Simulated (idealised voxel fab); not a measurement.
Herein follows the process module entitled voxel transistor to metal.
Xsec cut, 180 nm wide, square cell size 5 nm.
Cross-section spec: square-cell grid; bands listed top down; each band is one or more rows. Per band: top height and bottom height in nm, followed by the left-to-right materials and their widths in nm; "everywhere" marks a single material spanning edge to edge, "blank" marks empty space. Heads up on the height convention: 0 is the point under which the incoming wafer is all one material, and the lowest band has no bottom, it just keeps going down, like "0 -> down". Graded width ("30..40"): value in top row of band = first number; value in bottom row = second number; row-to-row change constant. Key: "no change" - step with no changed cell in the cross-section. Entry "Encapsulated voids". Content: empty spaces with no open connection to the top, size 8 cells or greater. Each: width x height at distance. Distance: from left edge. Unit: nm. The remark found on a step's line after its settings is issued by the simulator itself and pertains to that step. overlay nm: mask right of planned place by this much (step with mask). Neg. = left. Pairs, read this way: before one process step on the one hand, after it on the other, the after cross-section ending at the lowest band that changed; the step between, settings included, beneath. Same starting wafer throughout, but possibly different runs of this module, so no pair continues from the pair above unless its entry headed "Structure before processing" says so.

Structure before processing
110 -> 100: Cu everywhere
100 -> 95: 40 of TiN  10 of Cu  75 of TiN  10 of Cu  45 of TiN
95 -> 85: 35 of SiO2  5 of TiN  10 of Cu  5 of TiN  65 of SiO2  5 of TiN  10 of Cu  5 of TiN  40 of SiO2
85 -> 80: 35 of SiO2  5 of TiN  5 of Cu  10 of TiN  65 of SiO2  5 of TiN  5 of Cu  10 of TiN  40 of SiO2
80 -> 65: 35 of SiO2  5 of TiN  5 of Cu  5 of TiN  70 of SiO2  5 of TiN  5 of Cu  5 of TiN  45 of SiO2
65 -> 60: 35 of SiCN  15 of TiN  70 of SiCN  15 of TiN  45 of SiCN
60 -> 40: 35 of lowk  5 of TiN  10 of Ru  5 of TiN  65 of lowk  5 of TiN  10 of Ru  5 of TiN  40 of lowk
40 -> 35: 35 of SiCN  20 of TiN  65 of SiCN  20 of TiN  40 of SiCN
35 -> 20: 35 of SiO2  5 of TiN  10 of Ru  5 of TiN  65 of SiO2  5 of TiN  10 of Ru  5 of TiN  40 of SiO2
20 -> 0: 35 of SiO2  5 of TiN  10 of Ru  5 of TiN  15 of SiO2  5 of SiN  5 of HfO2  5 of TiN  5 of W  5 of TiN  5 of HfO2  5 of SiN  15 of SiO2  5 of TiN  10 of Ru  5 of TiN  40 of SiO2
0 -> -5: 25 of SiO2  5 of SiN  5 of SiO2  5 of TiN  10 of Ru  5 of TiN  5 of SiO2  10 of nSi  5 of SiN  5 of HfO2  15 of TiN  5 of HfO2  5 of SiN  10 of nSi  5 of SiO2  5 of TiN  10 of Ru  5 of TiN  5 of SiO2  5 of SiN  30 of SiO2
-5 -> -10: 35 of SiO2  20 of TiN  5 of SiO2  10 of nSi  35 of HfO2  10 of nSi  5 of SiO2  20 of TiN  40 of SiO2
-10 -> -20: 35 of SiO2  35 of nSi  35 of Si  35 of nSi  40 of SiO2
-20 -> -35: 35 of SiO2  105 of Si  40 of SiO2
-35 -> down: Si everywhere
Encapsulated voids: none

After the Step
95 -> 85: 35 of SiO2  5 of TiN  10 of Cu  5 of TiN  65 of SiO2  5 of TiN  10 of Cu  5 of TiN  40 of SiO2
Beneath the level 85, the cross-section is identical to its previous state.
Encapsulated voids: none
What is the step between the two cross-sections above? CMP (height nm 95)

Structure before processing: starting point is the after cross-section of the pair just above.

After the Step
100 -> 95: SiCN everywhere
Beneath the level 95, the cross-section is identical to its previous state.
Encapsulated voids: none
What is the step between the two cross-sections above? CONFORMAL_DEP (material SiCN; thk nm 5)

Structure before processing
25 -> 20: 70 of blank  5 of SiN  25 of blank  5 of SiN  75 of blank
20 -> 0: 70 of SiO2  5 of SiN  25 of blank  5 of SiN  75 of SiO2
0 -> -5: 25 of SiO2  5 of SiN  30 of SiO2  10 of nSi  5 of SiN  25 of blank  5 of SiN  10 of nSi  30 of SiO2  5 of SiN  30 of SiO2
-5 -> -10: 60 of SiO2  10 of nSi  35 of blank  10 of nSi  65 of SiO2
-10 -> -20: 35 of SiO2  35 of nSi  35 of Si  35 of nSi  40 of SiO2
-20 -> -35: 35 of SiO2  105 of Si  40 of SiO2
-35 -> down: Si everywhere
Encapsulated voids: none

After the Step
30 -> 25: 65 of blank  15 of TiN  15 of blank  15 of TiN  70 of blank
25 -> 20: 70 of TiN  5 of SiN  5 of TiN  15 of blank  5 of TiN  5 of SiN  75 of TiN
20 -> 0: 70 of SiO2  5 of SiN  5 of TiN  15 of blank  5 of TiN  5 of SiN  75 of SiO2
0 -> -5: 25 of SiO2  5 of SiN  30 of SiO2  10 of nSi  5 of SiN  5 of TiN  15 of blank  5 of TiN  5 of SiN  10 of nSi  30 of SiO2  5 of SiN  30 of SiO2
-5 -> -10: 60 of SiO2  10 of nSi  35 of TiN  10 of nSi  65 of SiO2
Beneath the level -10, the cross-section is identical to its previous state.
Encapsulated voids: none
What is the step between the two cross-sections above? CONFORMAL_DEP (material TiN; thk nm 5)

Structure before processing: starting point is the after cross-section of the pair just above.

After the Step
35 -> 30: W everywhere
30 -> 25: 65 of W  15 of TiN  15 of W  15 of TiN  70 of W
25 -> 20: 70 of TiN  5 of SiN  5 of TiN  15 of W  5 of TiN  5 of SiN  75 of TiN
20 -> 0: 70 of SiO2  5 of SiN  5 of TiN  15 of W  5 of TiN  5 of SiN  75 of SiO2
0 -> -5: 25 of SiO2  5 of SiN  30 of SiO2  10 of nSi  5 of SiN  5 of TiN  15 of W  5 of TiN  5 of SiN  10 of nSi  30 of SiO2  5 of SiN  30 of SiO2
Beneath the level -5, the cross-section is identical to its previous state.
Encapsulated voids: none
What is the step between the two cross-sections above? FILL_DEP (material W; thk nm 5)

Structure before processing: starting point is the after cross-section of the pair just above.

After the Step
20 -> 0: 70 of SiO2  5 of SiN  5 of TiN  15 of W  5 of TiN  5 of SiN  75 of SiO2
Beneath the level 0, the cross-section is identical to its previous state.
Encapsulated voids: none
What is the step between the two cross-sections above? CMP (height nm 20)

Structure before processing: starting point is the after cross-section of the pair just above.

After the Step
35 -> 20: SiO2 everywhere
Beneath the level 20, the cross-section is identical to its previous state.
Encapsulated voids: none
What is the step between the two cross-sections above? DIRECTIONAL_DEP (material SiO2; thk nm 15)

Structure before processing: starting point is the after cross-section of the pair just above.

After the Step
50 -> 35: aC everywhere
Beneath the level 35, the cross-section is identical to its previous state.
Encapsulated voids: none
What is the step between the two cross-sections above? DIRECTIONAL_DEP (material aC; thk nm 15)

Structure before processing: starting point is the after cross-section of the pair just above.

After the Step
80 -> 50: 35 of resist  20 of blank  65 of resist  20 of blank  40 of resist
Beneath the level 50, the cross-section is identical to its previous state.
Encapsulated voids: none
What is the step between the two cross-sections above? PATTERN (tone open; mask id CONTACT; material resist; width nm 20; pitch nm 85; thk nm 30; overlay nm 0)

Structure before processing: starting point is the after cross-section of the pair just above.

After the Step
65 -> 50: 35 of resist  20 of blank  65 of resist  20 of blank  40 of resist
50 -> 35: 35 of aC  20 of blank  65 of aC  20 of blank  40 of aC
Beneath the level 35, the cross-section is identical to its previous state.
Encapsulated voids: none
What is the step between the two cross-sections above? DIRECTIONAL_ETCH (etch materials aC; depth nm 15)

Structure before processing: starting point is the after cross-section of the pair just above.

After the Step
50 -> 35: 35 of aC  20 of blank  65 of aC  20 of blank  40 of aC
Beneath the level 35, the cross-section is identical to its previous state.
Encapsulated voids: none
What is the step between the two cross-sections above? STRIP (etch materials resist)

Structure before processing: starting point is the after cross-section of the pair just above.

After the Step
50 -> 35: 35 of aC  20 of blank  65 of aC  20 of blank  40 of aC
35 -> 20: 35 of SiO2  20 of blank  65 of SiO2  20 of blank  40 of SiO2
20 -> 0: 35 of SiO2  20 of blank  15 of SiO2  5 of SiN  5 of TiN  15 of W  5 of TiN  5 of SiN  15 of SiO2  20 of blank  40 of SiO2
0 -> -5: 25 of SiO2  5 of SiN  5 of SiO2  20 of blank  5 of SiO2  10 of nSi  5 of SiN  5 of TiN  15 of W  5 of TiN  5 of SiN  10 of nSi  5 of SiO2  20 of blank  5 of SiO2  5 of SiN  30 of SiO2
-5 -> -10: 35 of SiO2  20 of blank  5 of SiO2  10 of nSi  35 of TiN  10 of nSi  5 of SiO2  20 of blank  40 of SiO2
Beneath the level -10, the cross-section is identical to its previous state.
Encapsulated voids: none
What is the step between the two cross-sections above? DIRECTIONAL_ETCH (etch materials SiO2; depth nm 45)

Structure before processing: starting point is the after cross-section of the pair just above.

After the Step
35 -> 20: 35 of SiO2  20 of blank  65 of SiO2  20 of blank  40 of SiO2
Beneath the level 20, the cross-section is identical to its previous state.
Encapsulated voids: none
What is the step between the two cross-sections above? STRIP (etch materials aC)

Structure before processing: starting point is the after cross-section of the pair just above.

After the Step
40 -> 35: 40 of TiN  10 of blank  75 of TiN  10 of blank  45 of TiN
35 -> 20: 35 of SiO2  5 of TiN  10 of blank  5 of TiN  65 of SiO2  5 of TiN  10 of blank  5 of TiN  40 of SiO2
20 -> 0: 35 of SiO2  5 of TiN  10 of blank  5 of TiN  15 of SiO2  5 of SiN  5 of TiN  15 of W  5 of TiN  5 of SiN  15 of SiO2  5 of TiN  10 of blank  5 of TiN  40 of SiO2
0 -> -5: 25 of SiO2  5 of SiN  5 of SiO2  5 of TiN  10 of blank  5 of TiN  5 of SiO2  10 of nSi  5 of SiN  5 of TiN  15 of W  5 of TiN  5 of SiN  10 of nSi  5 of SiO2  5 of TiN  10 of blank  5 of TiN  5 of SiO2  5 of SiN  30 of SiO2
-5 -> -10: 35 of SiO2  20 of TiN  5 of SiO2  10 of nSi  35 of TiN  10 of nSi  5 of SiO2  20 of TiN  40 of SiO2
Beneath the level -10, the cross-section is identical to its previous state.
Encapsulated voids: none
What is the step between the two cross-sections above? CONFORMAL_DEP (material TiN; thk nm 5)

Structure before processing: starting point is the after cross-section of the pair just above.

After the Step
45 -> 40: Ru everywhere
40 -> 35: 40 of TiN  10 of Ru  75 of TiN  10 of Ru  45 of TiN
35 -> 20: 35 of SiO2  5 of TiN  10 of Ru  5 of TiN  65 of SiO2  5 of TiN  10 of Ru  5 of TiN  40 of SiO2
20 -> 0: 35 of SiO2  5 of TiN  10 of Ru  5 of TiN  15 of SiO2  5 of SiN  5 of TiN  15 of W  5 of TiN  5 of SiN  15 of SiO2  5 of TiN  10 of Ru  5 of TiN  40 of SiO2
0 -> -5: 25 of SiO2  5 of SiN  5 of SiO2  5 of TiN  10 of Ru  5 of TiN  5 of SiO2  10 of nSi  5 of SiN  5 of TiN  15 of W  5 of TiN  5 of SiN  10 of nSi  5 of SiO2  5 of TiN  10 of Ru  5 of TiN  5 of SiO2  5 of SiN  30 of SiO2
Beneath the level -5, the cross-section is identical to its previous state.
Encapsulated voids: none
What is the step between the two cross-sections above? FILL_DEP (material Ru; thk nm 5)

Structure before processing: starting point is the after cross-section of the pair just above.

After the Step
35 -> 20: 35 of SiO2  5 of TiN  10 of Ru  5 of TiN  65 of SiO2  5 of TiN  10 of Ru  5 of TiN  40 of SiO2
Beneath the level 20, the cross-section is identical to its previous state.
Encapsulated voids: none
What is the step between the two cross-sections above? CMP (height nm 35)

Structure before processing: starting point is the after cross-section of the pair just above.

After the Step
40 -> 35: SiCN everywhere
Beneath the level 35, the cross-section is identical to its previous state.
Encapsulated voids: none
What is the step between the two cross-sections above? CONFORMAL_DEP (material SiCN; thk nm 5)

Structure before processing: starting point is the after cross-section of the pair just above.

After the Step
60 -> 40: lowk everywhere
Beneath the level 40, the cross-section is identical to its previous state.
Encapsulated voids: none
What is the step between the two cross-sections above? DIRECTIONAL_DEP (material lowk; thk nm 20)

Structure before processing: starting point is the after cross-section of the pair just above.

After the Step
75 -> 60: aC everywhere
Beneath the level 60, the cross-section is identical to its previous state.
Encapsulated voids: none
What is the step between the two cross-sections above? DIRECTIONAL_DEP (material aC; thk nm 15)

Structure before processing: starting point is the after cross-section of the pair just above.

After the Step
110 -> 75: 35 of resist  20 of blank  65 of resist  20 of blank  40 of resist
Beneath the level 75, the cross-section is identical to its previous state.
Encapsulated voids: none
What is the step between the two cross-sections above? PATTERN (tone open; mask id METAL_1; material resist; width nm 20; pitch nm 85; thk nm 35; overlay nm 0)

Structure before processing: starting point is the after cross-section of the pair just above.

After the Step
95 -> 75: 35 of resist  20 of blank  65 of resist  20 of blank  40 of resist
75 -> 60: 35 of aC  20 of blank  65 of aC  20 of blank  40 of aC
Beneath the level 60, the cross-section is identical to its previous state.
Encapsulated voids: none
What is the step between the two cross-sections above? DIRECTIONAL_ETCH (etch materials aC; depth nm 15)

Structure before processing: starting point is the after cross-section of the pair just above.

After the Step
75 -> 60: 35 of aC  20 of blank  65 of aC  20 of blank  40 of aC
Beneath the level 60, the cross-section is identical to its previous state.
Encapsulated voids: none
What is the step between the two cross-sections above? STRIP (etch materials resist)

Structure before processing: starting point is the after cross-section of the pair just above.

After the Step
75 -> 60: 35 of aC  20 of blank  65 of aC  20 of blank  40 of aC
60 -> 40: 35 of lowk  20 of blank  65 of lowk  20 of blank  40 of lowk
Beneath the level 40, the cross-section is identical to its previous state.
Encapsulated voids: none
What is the step between the two cross-sections above? DIRECTIONAL_ETCH (etch materials lowk; depth nm 20)

Structure before processing: starting point is the after cross-section of the pair just above.

After the Step
75 -> 60: 35 of aC  20 of blank  65 of aC  20 of blank  40 of aC
60 -> 40: 35 of lowk  20 of blank  65 of lowk  20 of blank  40 of lowk
40 -> 35: 35 of SiCN  20 of blank  65 of SiCN  20 of blank  40 of SiCN
Beneath the level 35, the cross-section is identical to its previous state.
Encapsulated voids: none
What is the step between the two cross-sections above? DIRECTIONAL_ETCH (etch materials SiCN; depth nm 5)

Structure before processing: starting point is the after cross-section of the pair just above.

After the Step
60 -> 40: 35 of lowk  20 of blank  65 of lowk  20 of blank  40 of lowk
Beneath the level 40, the cross-section is identical to its previous state.
Encapsulated voids: none
What is the step between the two cross-sections above? STRIP (etch materials aC)

Structure before processing: starting point is the after cross-section of the pair just above.

After the Step
65 -> 60: 40 of TiN  10 of blank  75 of TiN  10 of blank  45 of TiN
60 -> 40: 35 of lowk  5 of TiN  10 of blank  5 of TiN  65 of lowk  5 of TiN  10 of blank  5 of TiN  40 of lowk
40 -> 35: 35 of SiCN  20 of TiN  65 of SiCN  20 of TiN  40 of SiCN
Beneath the level 35, the cross-section is identical to its previous state.
Encapsulated voids: none
What is the step between the two cross-sections above? CONFORMAL_DEP (material TiN; thk nm 5)

Structure before processing: starting point is the after cross-section of the pair just above.

After the Step
75 -> 65: Ru everywhere
65 -> 60: 40 of TiN  10 of Ru  75 of TiN  10 of Ru  45 of TiN
60 -> 40: 35 of lowk  5 of TiN  10 of Ru  5 of TiN  65 of lowk  5 of TiN  10 of Ru  5 of TiN  40 of lowk
Beneath the level 40, the cross-section is identical to its previous state.
Encapsulated voids: none
What is the step between the two cross-sections above? FILL_DEP (material Ru; thk nm 10)

Structure before processing: starting point is the after cross-section of the pair just above.

After the Step
60 -> 40: 35 of lowk  5 of TiN  10 of Ru  5 of TiN  65 of lowk  5 of TiN  10 of Ru  5 of TiN  40 of lowk
Beneath the level 40, the cross-section is identical to its previous state.
Encapsulated voids: none
What is the step between the two cross-sections above? CMP (height nm 60)

Structure before processing: starting point is the after cross-section of the pair just above.

After the Step
65 -> 60: SiCN everywhere
Beneath the level 60, the cross-section is identical to its previous state.
Encapsulated voids: none
What is the step between the two cross-sections above? CONFORMAL_DEP (material SiCN; thk nm 5)

Structure before processing: starting point is the after cross-section of the pair just above.

After the Step
95 -> 65: SiO2 everywhere
Beneath the level 65, the cross-section is identical to its previous state.
Encapsulated voids: none
What is the step between the two cross-sections above? DIRECTIONAL_DEP (material SiO2; thk nm 30)

Structure before processing: starting point is the after cross-section of the pair just above.

After the Step
95 -> 65: 35 of SiO2  15 of blank  70 of SiO2  15 of blank  45 of SiO2
Beneath the level 65, the cross-section is identical to its previous state.
Encapsulated voids: none
What is the step between the two cross-sections above? MASKED_ETCH (tone open; mask id METAL_2_HOLES; width nm 15; pitch nm 85; etch materials SiO2; depth nm 30; overlay nm 0)

Structure before processing: starting point is the after cross-section of the pair just above.

After the Step
105 -> 95: 35 of aC  15 of blank  70 of aC  15 of blank  45 of aC
95 -> 75: 35 of SiO2  15 of blank  70 of SiO2  15 of blank  45 of SiO2
75 -> 65: 35 of SiO2  15 of aC  70 of SiO2  15 of aC  45 of SiO2
Beneath the level 65, the cross-section is identical to its previous state.
Encapsulated voids: none
What is the step between the two cross-sections above? DIRECTIONAL_DEP (material aC; thk nm 10)

Structure before processing: starting point is the after cross-section of the pair just above.

After the Step
135 -> 105: 35 of resist  20 of blank  65 of resist  20 of blank  40 of resist
Beneath the level 105, the cross-section is identical to its previous state.
Encapsulated voids: none
What is the step between the two cross-sections above? PATTERN (tone open; mask id METAL_2; material resist; width nm 20; pitch nm 85; thk nm 30; overlay nm 0)

Structure before processing: starting point is the after cross-section of the pair just above.

After the Step
125 -> 105: 35 of resist  20 of blank  65 of resist  20 of blank  40 of resist
105 -> 95: 35 of aC  20 of blank  65 of aC  20 of blank  40 of aC
95 -> 65: 35 of SiO2  15 of blank  70 of SiO2  15 of blank  45 of SiO2
Beneath the level 65, the cross-section is identical to its previous state.
Encapsulated voids: none
What is the step between the two cross-sections above? DIRECTIONAL_ETCH (etch materials aC; depth nm 10)

Structure before processing: starting point is the after cross-section of the pair just above.

After the Step
105 -> 95: 35 of aC  20 of blank  65 of aC  20 of blank  40 of aC
Beneath the level 95, the cross-section is identical to its previous state.
Encapsulated voids: none
What is the step between the two cross-sections above? STRIP (etch materials resist)

Structure before processing: starting point is the after cross-section of the pair just above.

After the Step
105 -> 95: 35 of aC  20 of blank  65 of aC  20 of blank  40 of aC
95 -> 80: 35 of SiO2  20 of blank  65 of SiO2  20 of blank  40 of SiO2
Beneath the level 80, the cross-section is identical to its previous state.
Encapsulated voids: none
What is the step between the two cross-sections above? DIRECTIONAL_ETCH (etch materials SiO2; depth nm 15)

Structure before processing: starting point is the after cross-section of the pair just above.

After the Step
105 -> 95: 35 of aC  20 of blank  65 of aC  20 of blank  40 of aC
95 -> 80: 35 of SiO2  20 of blank  65 of SiO2  20 of blank  40 of SiO2
80 -> 65: 35 of SiO2  15 of blank  70 of SiO2  15 of blank  45 of SiO2
65 -> 60: 35 of SiCN  15 of blank  70 of SiCN  15 of blank  45 of SiCN
Beneath the level 60, the cross-section is identical to its previous state.
Encapsulated voids: none
What is the step between the two cross-sections above? DIRECTIONAL_ETCH (etch materials SiCN; depth nm 5)

Structure before processing: starting point is the after cross-section of the pair just above.

After the Step
95 -> 80: 35 of SiO2  20 of blank  65 of SiO2  20 of blank  40 of SiO2
Beneath the level 80, the cross-section is identical to its previous state.
Encapsulated voids: none
What is the step between the two cross-sections above? STRIP (etch materials aC)

Structure before processing: starting point is the after cross-section of the pair just above.

After the Step
100 -> 95: 40 of TiN  10 of blank  75 of TiN  10 of blank  45 of TiN
95 -> 85: 35 of SiO2  5 of TiN  10 of blank  5 of TiN  65 of SiO2  5 of TiN  10 of blank  5 of TiN  40 of SiO2
85 -> 80: 35 of SiO2  5 of TiN  5 of blank  10 of TiN  65 of SiO2  5 of TiN  5 of blank  10 of TiN  40 of SiO2
80 -> 65: 35 of SiO2  5 of TiN  5 of blank  5 of TiN  70 of SiO2  5 of TiN  5 of blank  5 of TiN  45 of SiO2
65 -> 60: 35 of SiCN  15 of TiN  70 of SiCN  15 of TiN  45 of SiCN
Beneath the level 60, the cross-section is identical to its previous state.
Encapsulated voids: none
What is the step between the two cross-sections above? CONFORMAL_DEP (material TiN; thk nm 5)

Structure before processing: starting point is the after cross-section of the pair just above.

After the Step
110 -> 100: Cu everywhere
100 -> 95: 40 of TiN  10 of Cu  75 of TiN  10 of Cu  45 of TiN
95 -> 85: 35 of SiO2  5 of TiN  10 of Cu  5 of TiN  65 of SiO2  5 of TiN  10 of Cu  5 of TiN  40 of SiO2
85 -> 80: 35 of SiO2  5 of TiN  5 of Cu  10 of TiN  65 of SiO2  5 of TiN  5 of Cu  10 of TiN  40 of SiO2
80 -> 65: 35 of SiO2  5 of TiN  5 of Cu  5 of TiN  70 of SiO2  5 of TiN  5 of Cu  5 of TiN  45 of SiO2
Beneath the level 65, the cross-section is identical to its previous state.
Encapsulated voids: none
What is the step between the two cross-sections above? FILL_DEP (material Cu; thk nm 10)

Structure before processing: starting point is the after cross-section of the pair just above.

After the Step
95 -> 85: 35 of SiO2  5 of TiN  10 of Cu  5 of TiN  65 of SiO2  5 of TiN  10 of Cu  5 of TiN  40 of SiO2
Beneath the level 85, the cross-section is identical to its previous state.
Encapsulated voids: none
What is the step between the two cross-sections above? CMP (height nm 95)

Structure before processing: starting point is the after cross-section of the pair just above.

After the Step
100 -> 95: SiCN everywhere
Beneath the level 95, the cross-section is identical to its previous state.
Encapsulated voids: none
What is the step between the two cross-sections above? CONFORMAL_DEP (material SiCN; thk nm 5)

Structure before processing
30 -> 15: 30 of blank  115 of resist  35 of blank
15 -> 0: 30 of blank  115 of SiN  35 of blank
0 -> -5: 30 of blank  115 of SiO2  35 of blank
-5 -> -30: 30 of blank  115 of Si  35 of blank
-30 -> down: Si everywhere
Encapsulated voids: none

After the Step
30 -> 15: 30 of blank  115 of resist  35 of blank
15 -> 0: 30 of blank  115 of SiN  35 of blank
0 -> -5: 30 of blank  115 of SiO2  35 of blank
-5 -> -55: 30 of blank  115 of Si  35 of blank
Beneath the level -55, the cross-section is identical to its previous state.
Encapsulated voids: none
What is the step between the two cross-sections above? DIRECTIONAL_ETCH (etch materials Si; depth nm 25)

Structure before processing: starting point is the after cross-section of the pair just above.

After the Step
15 -> 0: 30 of blank  115 of SiN  35 of blank
Beneath the level 0, the cross-section is identical to its previous state.
Encapsulated voids: none
What is the step between the two cross-sections above? STRIP (etch materials resist)

Structure before processing: starting point is the after cross-section of the pair just above.

After the Step
15 -> 0: 30 of blank  115 of SiN  35 of blank
0 -> -5: 30 of blank  115 of SiO2  35 of blank
-5 -> -55: 30 of blank  5 of SiO2  105 of Si  5 of SiO2  35 of blank
-55 -> -60: 35 of SiO2  105 of Si  40 of SiO2
Beneath the level -60, the cross-section is identical to its previous state.
Encapsulated voids: none
What is the step between the two cross-sections above? OXIDIZE (depth nm 5)

Structure before processing: starting point is the after cross-section of the pair just above.

After the Step
30 -> 15: SiO2 everywhere
15 -> 0: 30 of SiO2  115 of SiN  35 of SiO2
0 -> -5: SiO2 everywhere
-5 -> -60: 35 of SiO2  105 of Si  40 of SiO2
Beneath the level -60, the cross-section is identical to its previous state.
Encapsulated voids: none
What is the step between the two cross-sections above? FILL_DEP (material SiO2; thk nm 15)

Structure before processing: starting point is the after cross-section of the pair just above.

After the Step
15 -> 0: 30 of SiO2  115 of SiN  35 of SiO2
Beneath the level 0, the cross-section is identical to its previous state.
Encapsulated voids: none
What is the step between the two cross-sections above? CMP (height nm 15)

Structure before processing: starting point is the after cross-section of the pair just above.

After the Step
15 -> 5: 30 of blank  115 of SiN  35 of blank
Beneath the level 5, the cross-section is identical to its previous state.
Encapsulated voids: none
What is the step between the two cross-sections above? SELECTIVE_ETCH (etch materials SiO2; depth nm 10)

Structure before processing: starting point is the after cross-section of the pair just above.

After the Step
5 -> 0: 30 of SiO2  115 of blank  35 of SiO2
Beneath the level 0, the cross-section is identical to its previous state.
Encapsulated voids: none
What is the step between the two cross-sections above? STRIP (etch materials SiN)

Structure before processing: starting point is the after cross-section of the pair just above.

After the Step
0 -> -5: 25 of SiO2  125 of blank  30 of SiO2
Beneath the level -5, the cross-section is identical to its previous state.
Encapsulated voids: none
What is the step between the two cross-sections above? SELECTIVE_ETCH (etch materials SiO2; depth nm 5)

Structure before processing: starting point is the after cross-section of the pair just above.

After the Step
0 -> -5: 25 of SiO2  125 of blank  30 of SiO2
-5 -> -10: SiO2 everywhere
Beneath the level -10, the cross-section is identical to its previous state.
Encapsulated voids: none
What is the step between the two cross-sections above? OXIDIZE (depth nm 5)

Structure before processing: starting point is the after cross-section of the pair just above.

After the Step
30 -> 25: 25 of polySi  125 of blank  30 of polySi
25 -> 0: polySi everywhere
0 -> -5: 25 of SiO2  125 of polySi  30 of SiO2
Beneath the level -5, the cross-section is identical to its previous state.
Encapsulated voids: none
What is the step between the two cross-sections above? DIRECTIONAL_DEP (material polySi; thk nm 30)

Structure before processing: starting point is the after cross-section of the pair just above.

After the Step
40 -> 35: 25 of SiCN  125 of blank  30 of SiCN
35 -> 30: SiCN everywhere
30 -> 25: 25 of polySi  125 of SiCN  30 of polySi
Beneath the level 25, the cross-section is identical to its previous state.
Encapsulated voids: none
What is the step between the two cross-sections above? DIRECTIONAL_DEP (material SiCN; thk nm 10)

Structure before processing: starting point is the after cross-section of the pair just above.

After the Step
55 -> 40: 75 of blank  25 of resist  80 of blank
40 -> 35: 25 of SiCN  50 of blank  25 of resist  50 of blank  30 of SiCN
Beneath the level 35, the cross-section is identical to its previous state.
Encapsulated voids: none
What is the step between the two cross-sections above? PATTERN (tone cover; mask id GATE; material resist; width nm 25; thk nm 15; overlay nm 0)

Structure before processing: starting point is the after cross-section of the pair just above.

After the Step
55 -> 35: 75 of blank  25 of resist  80 of blank
35 -> 30: 75 of blank  25 of SiCN  80 of blank
30 -> 25: 25 of polySi  50 of blank  25 of SiCN  50 of blank  30 of polySi
Beneath the level 25, the cross-section is identical to its previous state.
Encapsulated voids: none
What is the step between the two cross-sections above? DIRECTIONAL_ETCH (etch materials SiCN; depth nm 20)

Structure before processing: starting point is the after cross-section of the pair just above.

After the Step
55 -> 35: 75 of blank  25 of resist  80 of blank
35 -> 25: 75 of blank  25 of SiCN  80 of blank
25 -> 0: 75 of blank  25 of polySi  80 of blank
0 -> -5: 25 of SiO2  50 of blank  25 of polySi  50 of blank  30 of SiO2
Beneath the level -5, the cross-section is identical to its previous state.
Encapsulated voids: none
What is the step between the two cross-sections above? DIRECTIONAL_ETCH (etch materials polySi; depth nm 40)

Structure before processing: starting point is the after cross-section of the pair just above.

After the Step
35 -> 25: 75 of blank  25 of SiCN  80 of blank
Beneath the level 25, the cross-section is identical to its previous state.
Encapsulated voids: none
What is the step between the two cross-sections above? STRIP (etch materials resist)

Structure before processing: starting point is the after cross-section of the pair just above.

After the Step
40 -> 35: 70 of blank  35 of SiN  75 of blank
35 -> 25: 70 of blank  5 of SiN  25 of SiCN  5 of SiN  75 of blank
25 -> 5: 70 of blank  5 of SiN  25 of polySi  5 of SiN  75 of blank
5 -> 0: 30 of SiN  40 of blank  5 of SiN  25 of polySi  5 of SiN  40 of blank  35 of SiN
0 -> -5: 25 of SiO2  50 of SiN  25 of polySi  50 of SiN  30 of SiO2
Beneath the level -5, the cross-section is identical to its previous state.
Encapsulated voids: none
What is the step between the two cross-sections above? CONFORMAL_DEP (material SiN; thk nm 5)

Structure before processing: starting point is the after cross-section of the pair just above.

After the Step
35 -> 25: 70 of blank  5 of SiN  25 of SiCN  5 of SiN  75 of blank
25 -> 0: 70 of blank  5 of SiN  25 of polySi  5 of SiN  75 of blank
0 -> -5: 25 of SiO2  5 of SiN  40 of blank  5 of SiN  25 of polySi  5 of SiN  40 of blank  5 of SiN  30 of SiO2
Beneath the level -5, the cross-section is identical to its previous state.
Encapsulated voids: none
What is the step between the two cross-sections above? DIRECTIONAL_ETCH (etch materials SiN; depth nm 5)

Structure before processing: starting point is the after cross-section of the pair just above.

After the Step
35 -> 25: 70 of blank  5 of SiN  25 of SiCN  5 of SiN  75 of blank
25 -> 0: 70 of blank  5 of SiN  25 of polySi  5 of SiN  75 of blank
0 -> -5: 25 of blank  5 of SiN  40 of blank  5 of SiN  25 of polySi  5 of SiN  40 of blank  5 of SiN  30 of blank
-5 -> -10: 30 of SiO2  40 of blank  35 of SiO2  40 of blank  35 of SiO2
Beneath the level -10, the cross-section is identical to its previous state.
Encapsulated voids: none
What is the step between the two cross-sections above? DIRECTIONAL_ETCH (etch materials SiO2; depth nm 5)

Structure before processing: starting point is the after cross-section of the pair just above.

After the Step
35 -> 25: 70 of blank  5 of SiN  25 of SiCN  5 of SiN  75 of blank
25 -> 0: 70 of blank  5 of SiN  25 of polySi  5 of SiN  75 of blank
0 -> -5: 25 of blank  5 of SiN  40 of blank  5 of SiN  25 of polySi  5 of SiN  40 of blank  5 of SiN  30 of blank
-5 -> -10: 30 of SiO2  40 of blank  35 of SiO2  40 of blank  35 of SiO2
-10 -> -20: 35 of SiO2  35 of blank  35 of Si  35 of blank  40 of SiO2
Beneath the level -20, the cross-section is identical to its previous state.
Encapsulated voids: none
What is the step between the two cross-sections above? DIRECTIONAL_ETCH (etch materials Si; depth nm 10)

Structure before processing: starting point is the after cross-section of the pair just above.

After the Step
35 -> 25: 70 of blank  5 of SiN  25 of SiCN  5 of SiN  75 of blank
25 -> 0: 70 of blank  5 of SiN  25 of polySi  5 of SiN  75 of blank
0 -> -5: 25 of blank  5 of SiN  30 of blank  10 of nSi  5 of SiN  25 of polySi  5 of SiN  10 of nSi  30 of blank  5 of SiN  30 of blank
-5 -> -10: 30 of SiO2  30 of blank  10 of nSi  35 of SiO2  10 of nSi  30 of blank  35 of SiO2
-10 -> -20: 35 of SiO2  35 of nSi  35 of Si  35 of nSi  40 of SiO2
Beneath the level -20, the cross-section is identical to its previous state.
Encapsulated voids: none
What is the step between the two cross-sections above? EPI (material nSi; thk nm 10)

Structure before processing: starting point is the after cross-section of the pair just above.

After the Step
45 -> 35: SiO2 everywhere
35 -> 25: 70 of SiO2  5 of SiN  25 of SiCN  5 of SiN  75 of SiO2
25 -> 0: 70 of SiO2  5 of SiN  25 of polySi  5 of SiN  75 of SiO2
0 -> -5: 25 of SiO2  5 of SiN  30 of SiO2  10 of nSi  5 of SiN  25 of polySi  5 of SiN  10 of nSi  30 of SiO2  5 of SiN  30 of SiO2
-5 -> -10: 60 of SiO2  10 of nSi  35 of SiO2  10 of nSi  65 of SiO2
Beneath the level -10, the cross-section is identical to its previous state.
Encapsulated voids: none
What is the step between the two cross-sections above? FILL_DEP (material SiO2; thk nm 10)

Structure before processing: starting point is the after cross-section of the pair just above.

After the Step
25 -> 0: 70 of SiO2  5 of SiN  25 of polySi  5 of SiN  75 of SiO2
Beneath the level 0, the cross-section is identical to its previous state.
Encapsulated voids: none
What is the step between the two cross-sections above? CMP (height nm 25)
